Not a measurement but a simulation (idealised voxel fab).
Title: Process Module voxel self aligned vias
Cross-section cut spans 190 nm and uses square cells 5 nm in size.
Notation: cross-section as square-cell grid; stated in bands, top first, going down; one or more cell rows per band.
Within each band entry, the heights of the top and of the bottom of the band appear first, in that order and in nm; the materials of the band then follow from left to right, each with its corresponding width in nm. The designation "edge to edge" on a single material indicates that it fills the band from edge to edge; the designation "blank" indicates empty space.
Heads up on the height convention: 0 is the point under which the incoming wafer is all one material, and the lowest band has no bottom, it just keeps going down, like "0 down".
A width such as "30 to 40" changes by the same amount from each row of cells to the next, from the band's top row to its bottom row.
"remained unchanged" means the step left every cell of the cross-section as it was.
If an empty space has no open way to the top and is at least 8 cells in size, "Voids lacking openings" lists it, written width x height at distance, where distance is measured from the left edge and every value is in nm.
after a step's settings: what the simulator itself notes on the step
"overlay nm", when on a step's line for a step with a mask, measures how far to the right of its planned place the mask lay; a negative measure means to the left.
THE STEPS PLANNED FOR THE PROCESS ARE AS FOLLOWS
- 1: RECEIVE with material Si
- 2: CONFORMAL_DEP with material SiO2, thk nm 10
- 3: CONFORMAL_DEP with material SiCN, thk nm 5
- 4: DIRECTIONAL_DEP with material SiO2, thk nm 25
- 5: PATTERN with tone open, mask id LINES, material resist, width nm 25, pitch nm 70, thk nm 15, overlay nm 0
- 6: DIRECTIONAL_ETCH with etch materials SiO2, depth nm 25
- 7: STRIP with etch materials resist
- 8: CONFORMAL_DEP with material TiN, thk nm 5
- 9: FILL_DEP with material W, thk nm 10
- 10: CMP with height nm 40
- 11: SELECTIVE_ETCH with etch materials W Ru TiN, depth nm 5
- 12: FILL_DEP with material SiN, thk nm 5
- 13: CMP with height nm 40
- 14: DIRECTIONAL_DEP with material SiO2, thk nm 20
- 15: MASKED_ETCH with tone open, mask id VIAS, width nm 45, etch materials SiO2, depth nm 20, overlay nm 0
- 16: MASKED_ETCH with tone open, mask id VIAS, width nm 45, etch materials SiN, depth nm 5, overlay nm 0
- 17: CONFORMAL_DEP with material TiN, thk nm 5
- 18: FILL_DEP with material Ru, thk nm 5
- 19: CMP with height nm 60
- 20: CONFORMAL_DEP with material SiCN, thk nm 5
STEP 1 COMPLETE: CROSS-SECTION OF THE WAFER AS RECEIVED
> 0 down: Si edge to edge
> Voids lacking openings: none
MODULE COMPLETE, CROSS-SECTION. STARTING POINT AND PLAN PER ABOVE. ONE MISTAKE MADE IN RUNNING THE MODULE
> 65 to 60: SiCN edge to edge
> 60 to 45: SiO2 30 | TiN 5 | Ru 35 | TiN 5 | SiO2 115
> 45 to 40: SiO2 30 | TiN 20 | Ru 15 | TiN 10 | SiO2 115
> 40 to 35: SiO2 45 | TiN 25 | SiO2 45 | SiN 25 | SiO2 50
> 35 to 20: SiO2 45 | TiN 5 | W 15 | TiN 5 | SiO2 45 | TiN 5 | W 15 | TiN 5 | SiO2 50
> 20 to 15: SiO2 45 | TiN 25 | SiO2 45 | TiN 25 | SiO2 50
> 15 to 10: SiCN edge to edge
> 10 to 0: SiO2 edge to edge
> 0 down: Si edge to edge
> Voids lacking openings: none
Nonconformance to the process plan: step 15 did not use the planned setting and instead ran as MASKED_ETCH with tone open, mask id VIAS, width nm 45, etch materials SiO2, depth nm 20, overlay nm -5
